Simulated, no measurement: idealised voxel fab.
process module | voxel gate over fins
cross-section cut | 195 nm wide | cells 5 nm
A cross-section is a grid of square cells, given in bands from the top down. A band is one or more rows of cells.
Each band's line starts with the height of the band's top and of its bottom, in nm. Then come its materials from left to right, each with its width in nm. One material with "throughout" fills the band from edge to edge. "air" is empty space.
Height 0 is the level under which the wafer as received is all one material. The lowest band goes on downwards, as in "0 down".
A width such as "30 to 40" changes by the same amount from each row of cells to the next, from the band's top row to its bottom row.
"no change" after a step means that no cell of the cross-section changed.
closed voids: empty space of 8 cells or more with no open way to the top, each as width x height at its distance from the left edge, in nm
after a step's settings: what the simulator itself notes on the step
overlay nm, on a step with a mask: how far to the right of its planned place the mask lay; to the left if negative
plan
1 op RECEIVE | material Si
2 op CONFORMAL_DEP | material SiN | thk nm 10
3 op PATTERN | tone cover | mask id FINS | material resist | width nm 15 | pitch nm 40 | thk nm 15 | overlay nm 0
4 op DIRECTIONAL_ETCH | etch materials SiN | depth nm 10
5 op DIRECTIONAL_ETCH | etch materials Si | depth nm 30
6 op STRIP | etch materials resist
7 op OXIDIZE | depth nm 5
8 op FILL_DEP | material SiO2 | thk nm 5
9 op CMP | height nm 10
10 op SELECTIVE_ETCH | etch materials SiO2 | depth nm 25
11 op STRIP | etch materials SiN
12 op CONFORMAL_DEP | material HfO2 | thk nm 5
13 op CONFORMAL_DEP | material TiN | thk nm 5
14 op CONFORMAL_DEP | material TiAl | thk nm 5
15 op CONFORMAL_DEP | material TiN | thk nm 5
16 op FILL_DEP | material W | thk nm 15
17 op CMP | height nm 30
18 op CONFORMAL_DEP | material SiCN | thk nm 5
as received, after step 1
  0 down: Si throughout
  closed voids: none
a wafer at the end: this start, this plan, one mistake
  30 to 25: SiCN throughout
  25 to 20: W throughout
  20 to 15: W 55 | TiN 85 | W 55
  15 to 10: W 55 | TiN 5 | TiAl 35 | TiN 5 | TiAl 35 | TiN 5 | W 55
  10 to 5: W 55 | TiN 5 | TiAl 5 | TiN 25 | TiAl 5 | TiN 5 | TiAl 5 | TiN 25 | TiAl 5 | TiN 5 | W 55
  5 to 0: TiN 60 | TiAl 5 | TiN 5 | HfO2 15 | TiN 5 | TiAl 5 | TiN 5 | TiAl 5 | TiN 5 | HfO2 15 | TiN 5 | TiAl 5 | TiN 60
  0 to -5: TiAl 65 | TiN 5 | HfO2 5 | Si 5 | HfO2 5 | TiN 5 | TiAl 15 | TiN 5 | HfO2 5 | Si 5 | HfO2 5 | TiN 5 | TiAl 65
  -5 to -10: TiN 70 | HfO2 5 | Si 5 | HfO2 5 | TiN 25 | HfO2 5 | Si 5 | HfO2 5 | TiN 70
  -10 to -15: HfO2 75 | Si 5 | HfO2 35 | Si 5 | HfO2 75
  -15 to -35: SiO2 75 | Si 5 | SiO2 35 | Si 5 | SiO2 75
  -35 down: Si throughout
  closed voids: none
what went wrong: step 17 ran as: op CMP | height nm 25
